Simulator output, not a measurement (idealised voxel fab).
process module | voxel gate over fins
cross-section cut | 195 nm wide | cells 5 nm
A cross-section is a grid of square cells, given in bands from the top down. A band is one or more rows of cells.
Each band's line starts with the height of the band's top and of its bottom, in nm. Then come its materials from left to right, each with its width in nm. One material with "throughout" fills the band from edge to edge. "air" is empty space.
Height 0 is the level under which the wafer as received is all one material. The lowest band goes on downwards, as in "0 down".
A width such as "30 to 40" changes by the same amount from each row of cells to the next, from the band's top row to its bottom row.
"no change" after a step means that no cell of the cross-section changed.
closed voids: empty space of 8 cells or more with no open way to the top, each as width x height at its distance from the left edge, in nm
after a step's settings: what the simulator itself notes on the step
overlay nm, on a step with a mask: how far to the right of its planned place the mask lay; to the left if negative
plan
1 op RECEIVE | material Si
2 op CONFORMAL_DEP | material SiN | thk nm 10
3 op PATTERN | tone cover | mask id FINS | material resist | width nm 15 | pitch nm 40 | thk nm 15 | overlay nm 0
4 op DIRECTIONAL_ETCH | etch materials SiN | depth nm 10
5 op DIRECTIONAL_ETCH | etch materials Si | depth nm 30
6 op STRIP | etch materials resist
7 op OXIDIZE | depth nm 5
8 op FILL_DEP | material SiO2 | thk nm 5
9 op CMP | height nm 10
10 op SELECTIVE_ETCH | etch materials SiO2 | depth nm 25
11 op STRIP | etch materials SiN
12 op CONFORMAL_DEP | material HfO2 | thk nm 5
13 op CONFORMAL_DEP | material TiN | thk nm 5
14 op CONFORMAL_DEP | material TiAl | thk nm 5
15 op CONFORMAL_DEP | material TiN | thk nm 5
16 op FILL_DEP | material W | thk nm 15
17 op CMP | height nm 30
18 op CONFORMAL_DEP | material SiCN | thk nm 5
first wafer, as planned
as received, after step 1
  0 down: Si throughout
  closed voids: none
after step 2
  10 to 0: SiN throughout
  below 0: unchanged
after step 3
  25 to 10: air 70 | resist 15 | air 25 | resist 15 | air 70
  below 10: unchanged
after step 4
  25 to 10: air 70 | resist 15 | air 25 | resist 15 | air 70
  10 to 0: air 70 | SiN 15 | air 25 | SiN 15 | air 70
  below 0: unchanged
after step 5
  25 to 10: air 70 | resist 15 | air 25 | resist 15 | air 70
  10 to 0: air 70 | SiN 15 | air 25 | SiN 15 | air 70
  0 to -30: air 70 | Si 15 | air 25 | Si 15 | air 70
  below -30: unchanged
after step 6
  10 to 0: air 70 | SiN 15 | air 25 | SiN 15 | air 70
  below 0: unchanged
after step 7
  10 to 0: air 70 | SiN 15 | air 25 | SiN 15 | air 70
  0 to -30: air 70 | SiO2 5 | Si 5 | SiO2 5 | air 25 | SiO2 5 | Si 5 | SiO2 5 | air 70
  -30 to -35: SiO2 75 | Si 5 | SiO2 35 | Si 5 | SiO2 75
  below -35: unchanged
after step 8
  15 to 10: SiO2 throughout
  10 to 0: SiO2 70 | SiN 15 | SiO2 25 | SiN 15 | SiO2 70
  0 to -35: SiO2 75 | Si 5 | SiO2 35 | Si 5 | SiO2 75
  below -35: unchanged
after step 9
  10 to 0: SiO2 70 | SiN 15 | SiO2 25 | SiN 15 | SiO2 70
  below 0: unchanged
after step 10
  10 to 0: air 70 | SiN 15 | air 25 | SiN 15 | air 70
  0 to -15: air 75 | Si 5 | air 35 | Si 5 | air 75
  below -15: unchanged
after step 11
  0 to -15: air 75 | Si 5 | air 35 | Si 5 | air 75
  below -15: unchanged
after step 12
  5 to 0: air 70 | HfO2 15 | air 25 | HfO2 15 | air 70
  0 to -10: air 70 | HfO2 5 | Si 5 | HfO2 5 | air 25 | HfO2 5 | Si 5 | HfO2 5 | air 70
  -10 to -15: HfO2 75 | Si 5 | HfO2 35 | Si 5 | HfO2 75
  below -15: unchanged
after step 13
  10 to 5: air 65 | TiN 25 | air 15 | TiN 25 | air 65
  5 to 0: air 65 | TiN 5 | HfO2 15 | TiN 5 | air 15 | TiN 5 | HfO2 15 | TiN 5 | air 65
  0 to -5: air 65 | TiN 5 | HfO2 5 | Si 5 | HfO2 5 | TiN 5 | air 15 | TiN 5 | HfO2 5 | Si 5 | HfO2 5 | TiN 5 | air 65
  -5 to -10: TiN 70 | HfO2 5 | Si 5 | HfO2 5 | TiN 25 | HfO2 5 | Si 5 | HfO2 5 | TiN 70
  below -10: unchanged
after step 14
  15 to 10: air 60 | TiAl 35 | air 5 | TiAl 35 | air 60
  10 to 5: air 60 | TiAl 5 | TiN 25 | TiAl 5 | air 5 | TiAl 5 | TiN 25 | TiAl 5 | air 60
  5 to 0: air 60 | TiAl 5 | TiN 5 | HfO2 15 | TiN 5 | TiAl 5 | air 5 | TiAl 5 | TiN 5 | HfO2 15 | TiN 5 | TiAl 5 | air 60
  0 to -5: TiAl 65 | TiN 5 | HfO2 5 | Si 5 | HfO2 5 | TiN 5 | TiAl 15 | TiN 5 | HfO2 5 | Si 5 | HfO2 5 | TiN 5 | TiAl 65
  below -5: unchanged
after step 15
  20 to 15: air 55 | TiN 85 | air 55
  15 to 10: air 55 | TiN 5 | TiAl 35 | TiN 5 | TiAl 35 | TiN 5 | air 55
  10 to 5: air 55 | TiN 5 | TiAl 5 | TiN 25 | TiAl 5 | TiN 5 | TiAl 5 | TiN 25 | TiAl 5 | TiN 5 | air 55
  5 to 0: TiN 60 | TiAl 5 | TiN 5 | HfO2 15 | TiN 5 | TiAl 5 | TiN 5 | TiAl 5 | TiN 5 | HfO2 15 | TiN 5 | TiAl 5 | TiN 60
  below 0: unchanged
after step 16
  35 to 20: W throughout
  20 to 15: W 55 | TiN 85 | W 55
  15 to 10: W 55 | TiN 5 | TiAl 35 | TiN 5 | TiAl 35 | TiN 5 | W 55
  10 to 5: W 55 | TiN 5 | TiAl 5 | TiN 25 | TiAl 5 | TiN 5 | TiAl 5 | TiN 25 | TiAl 5 | TiN 5 | W 55
  below 5: unchanged
after step 17
  30 to 20: W throughout
  below 20: unchanged
after step 18
  35 to 30: SiCN throughout
  below 30: unchanged
second wafer: like start, like plan, one mistake. Through step 13 it matches the first wafer
when step 14 should have ended: no change
when step 15 should have ended
  15 to 5: air 60 | TiN 35 | air 5 | TiN 35 | air 60
  5 to 0: air 60 | TiN 10 | HfO2 15 | TiN 10 | air 5 | TiN 10 | HfO2 15 | TiN 10 | air 60
  0 to -10: TiN 70 | HfO2 5 | Si 5 | HfO2 5 | TiN 25 | HfO2 5 | Si 5 | HfO2 5 | TiN 70
  below -10: unchanged
when step 16 should have ended
  30 to 15: W throughout
  15 to 5: W 60 | TiN 35 | W 5 | TiN 35 | W 60
  5 to 0: W 60 | TiN 10 | HfO2 15 | TiN 10 | W 5 | TiN 10 | HfO2 15 | TiN 10 | W 60
  below 0: unchanged
when step 17 should have ended: no change
when step 18 should have ended
  35 to 30: SiCN throughout
  below 30: unchanged
what went wrong: step 14 was left out
at the end the second wafer has, in cells: 51 fewer of TiAl | 3 more of TiN | 48 more of W
